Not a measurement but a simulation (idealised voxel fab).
Process module name: voxel trench capacitor
It is cross-section cut that appears here, measuring 145 nm in width, its square cells being 5 nm in size.
When this document writes out a cross-section, it uses a grid of square cells and lists it as bands, beginning at the top and moving down, with a band standing for one or more rows of cells.
A band entry consists of two parts. The first gives the height of the band's top and the height of its bottom, in nm. The rest lists the band's materials from left to right, each with its width in nm. A single material labelled with the word "edge to edge" fills the band from edge to edge, and the word "air" marks empty space.
Heights are reckoned from 0. Under this level, the received wafer is all of one material. The bottommost band is open-ended downward, for example "z 0 and below".
Top row gets the first number, bottom row gets the second, and each row in between changes by the same step: that is how a band width like "30->40" works.
Key: "no change" - step with no changed cell in the cross-section.
Entry "Closed void listing" = empty spaces >= 8 cells with no open way to the top; each as width x height at distance, distance from left edge, all nm.
Note: text after step settings on the step line = simulator remark on that step.
The setting "overlay nm" may be written on the line of a step. When the step uses a mask, the value reports how far to the right of the planned place the mask lay, and a negative value reports that it lay to the left.
Planned process steps:
1: RECEIVE (material Si)
2: CONFORMAL_DEP (material SiN; thk nm 10)
3: MASKED_ETCH (tone open; mask id TRENCH; width nm 30; pitch nm 45; etch materials SiN; depth nm 10; overlay nm 0)
4: MASKED_ETCH (tone open; mask id TRENCH; width nm 30; pitch nm 45; etch materials Si; depth nm 25; overlay nm 0)
5: CONFORMAL_DEP (material Al2O3; thk nm 5)
6: CONFORMAL_DEP (material TiN; thk nm 5)
7: FILL_DEP (material W; thk nm 10)
8: CMP (height nm 10)
What follows covers the first of two wafers; it ran as planned:
As-received state of the wafer in cross-section, equivalent to post-step 1:
- z 0 and below | Si edge to edge
- Closed void listing: none
You're looking at a cross-section of the wafer after step 2:
- z 10 to 0 | SiN edge to edge
- Nothing below the height 0 has changed.
You're looking at a cross-section of the wafer after step 3:
- z 10 to 0 | 35 nm SiN / 30 nm air / 15 nm SiN / 30 nm air / 35 nm SiN
- Nothing below the height 0 has changed.
You're looking at a cross-section of the wafer after step 4:
- z 10 to 0 | 35 nm SiN / 30 nm air / 15 nm SiN / 30 nm air / 35 nm SiN
- z 0 to -25 | 35 nm Si / 30 nm air / 15 nm Si / 30 nm air / 35 nm Si
- Nothing below the height -25 has changed.
You're looking at a cross-section of the wafer after step 5:
- z 15 to 10 | 40 nm Al2O3 / 20 nm air / 25 nm Al2O3 / 20 nm air / 40 nm Al2O3
- z 10 to 0 | 35 nm SiN / 5 nm Al2O3 / 20 nm air / 5 nm Al2O3 / 15 nm SiN / 5 nm Al2O3 / 20 nm air / 5 nm Al2O3 / 35 nm SiN
- z 0 to -20 | 35 nm Si / 5 nm Al2O3 / 20 nm air / 5 nm Al2O3 / 15 nm Si / 5 nm Al2O3 / 20 nm air / 5 nm Al2O3 / 35 nm Si
- z -20 to -25 | 35 nm Si / 30 nm Al2O3 / 15 nm Si / 30 nm Al2O3 / 35 nm Si
- Nothing below the height -25 has changed.
You're looking at a cross-section of the wafer after step 6:
- z 20 to 15 | 45 nm TiN / 10 nm air / 35 nm TiN / 10 nm air / 45 nm TiN
- z 15 to 10 | 40 nm Al2O3 / 5 nm TiN / 10 nm air / 5 nm TiN / 25 nm Al2O3 / 5 nm TiN / 10 nm air / 5 nm TiN / 40 nm Al2O3
- z 10 to 0 | 35 nm SiN / 5 nm Al2O3 / 5 nm TiN / 10 nm air / 5 nm TiN / 5 nm Al2O3 / 15 nm SiN / 5 nm Al2O3 / 5 nm TiN / 10 nm air / 5 nm TiN / 5 nm Al2O3 / 35 nm SiN
- z 0 to -15 | 35 nm Si / 5 nm Al2O3 / 5 nm TiN / 10 nm air / 5 nm TiN / 5 nm Al2O3 / 15 nm Si / 5 nm Al2O3 / 5 nm TiN / 10 nm air / 5 nm TiN / 5 nm Al2O3 / 35 nm Si
- z -15 to -20 | 35 nm Si / 5 nm Al2O3 / 20 nm TiN / 5 nm Al2O3 / 15 nm Si / 5 nm Al2O3 / 20 nm TiN / 5 nm Al2O3 / 35 nm Si
- Nothing below the height -20 has changed.
You're looking at a cross-section of the wafer after step 7:
- z 30 to 20 | W edge to edge
- z 20 to 15 | 45 nm TiN / 10 nm W / 35 nm TiN / 10 nm W / 45 nm TiN
- z 15 to 10 | 40 nm Al2O3 / 5 nm TiN / 10 nm W / 5 nm TiN / 25 nm Al2O3 / 5 nm TiN / 10 nm W / 5 nm TiN / 40 nm Al2O3
- z 10 to 0 | 35 nm SiN / 5 nm Al2O3 / 5 nm TiN / 10 nm W / 5 nm TiN / 5 nm Al2O3 / 15 nm SiN / 5 nm Al2O3 / 5 nm TiN / 10 nm W / 5 nm TiN / 5 nm Al2O3 / 35 nm SiN
- z 0 to -15 | 35 nm Si / 5 nm Al2O3 / 5 nm TiN / 10 nm W / 5 nm TiN / 5 nm Al2O3 / 15 nm Si / 5 nm Al2O3 / 5 nm TiN / 10 nm W / 5 nm TiN / 5 nm Al2O3 / 35 nm Si
- Nothing below the height -15 has changed.
You're looking at a cross-section of the wafer after step 8:
- z 10 to 0 | 35 nm SiN / 5 nm Al2O3 / 5 nm TiN / 10 nm W / 5 nm TiN / 5 nm Al2O3 / 15 nm SiN / 5 nm Al2O3 / 5 nm TiN / 10 nm W / 5 nm TiN / 5 nm Al2O3 / 35 nm SiN
- Nothing below the height 0 has changed.
Wafer two. Same start, same plan, one slip in execution. Same as wafer one through step 3, inclusive:
Cross-section: second wafer, time at which step 4 was scheduled to end:
- z 10 to 0 | 35 nm SiN / 30 nm air / 15 nm SiN / 30 nm air / 35 nm SiN
- z 0 to -50 | 35 nm Si / 30 nm air / 15 nm Si / 30 nm air / 35 nm Si
- Nothing below the height -50 has changed.
Cross-section: second wafer, time at which step 5 was scheduled to end:
- z 15 to 10 | 40 nm Al2O3 / 20 nm air / 25 nm Al2O3 / 20 nm air / 40 nm Al2O3
- z 10 to 0 | 35 nm SiN / 5 nm Al2O3 / 20 nm air / 5 nm Al2O3 / 15 nm SiN / 5 nm Al2O3 / 20 nm air / 5 nm Al2O3 / 35 nm SiN
- z 0 to -45 | 35 nm Si / 5 nm Al2O3 / 20 nm air / 5 nm Al2O3 / 15 nm Si / 5 nm Al2O3 / 20 nm air / 5 nm Al2O3 / 35 nm Si
- z -45 to -50 | 35 nm Si / 30 nm Al2O3 / 15 nm Si / 30 nm Al2O3 / 35 nm Si
- Nothing below the height -50 has changed.
Cross-section: second wafer, time at which step 6 was scheduled to end:
- z 20 to 15 | 45 nm TiN / 10 nm air / 35 nm TiN / 10 nm air / 45 nm TiN
- z 15 to 10 | 40 nm Al2O3 / 5 nm TiN / 10 nm air / 5 nm TiN / 25 nm Al2O3 / 5 nm TiN / 10 nm air / 5 nm TiN / 40 nm Al2O3
- z 10 to 0 | 35 nm SiN / 5 nm Al2O3 / 5 nm TiN / 10 nm air / 5 nm TiN / 5 nm Al2O3 / 15 nm SiN / 5 nm Al2O3 / 5 nm TiN / 10 nm air / 5 nm TiN / 5 nm Al2O3 / 35 nm SiN
- z 0 to -40 | 35 nm Si / 5 nm Al2O3 / 5 nm TiN / 10 nm air / 5 nm TiN / 5 nm Al2O3 / 15 nm Si / 5 nm Al2O3 / 5 nm TiN / 10 nm air / 5 nm TiN / 5 nm Al2O3 / 35 nm Si
- z -40 to -45 | 35 nm Si / 5 nm Al2O3 / 20 nm TiN / 5 nm Al2O3 / 15 nm Si / 5 nm Al2O3 / 20 nm TiN / 5 nm Al2O3 / 35 nm Si
- Nothing below the height -45 has changed.
Cross-section: second wafer, time at which step 7 was scheduled to end:
- z 30 to 20 | W edge to edge
- z 20 to 15 | 45 nm TiN / 10 nm W / 35 nm TiN / 10 nm W / 45 nm TiN
- z 15 to 10 | 40 nm Al2O3 / 5 nm TiN / 10 nm W / 5 nm TiN / 25 nm Al2O3 / 5 nm TiN / 10 nm W / 5 nm TiN / 40 nm Al2O3
- z 10 to 0 | 35 nm SiN / 5 nm Al2O3 / 5 nm TiN / 10 nm W / 5 nm TiN / 5 nm Al2O3 / 15 nm SiN / 5 nm Al2O3 / 5 nm TiN / 10 nm W / 5 nm TiN / 5 nm Al2O3 / 35 nm SiN
- z 0 to -40 | 35 nm Si / 5 nm Al2O3 / 5 nm TiN / 10 nm W / 5 nm TiN / 5 nm Al2O3 / 15 nm Si / 5 nm Al2O3 / 5 nm TiN / 10 nm W / 5 nm TiN / 5 nm Al2O3 / 35 nm Si
- Nothing below the height -40 has changed.
Cross-section: second wafer, time at which step 8 was scheduled to end:
- z 10 to 0 | 35 nm SiN / 5 nm Al2O3 / 5 nm TiN / 10 nm W / 5 nm TiN / 5 nm Al2O3 / 15 nm SiN / 5 nm Al2O3 / 5 nm TiN / 10 nm W / 5 nm TiN / 5 nm Al2O3 / 35 nm SiN
- Nothing below the height 0 has changed.
Deviation from plan: it should be noted that step 4 of the plan was executed twice
Wrapping up, a cell-based count of both wafers puts the second over or under the first for these materials: +20 Al2O3; -60 Si; +20 TiN; +20 W
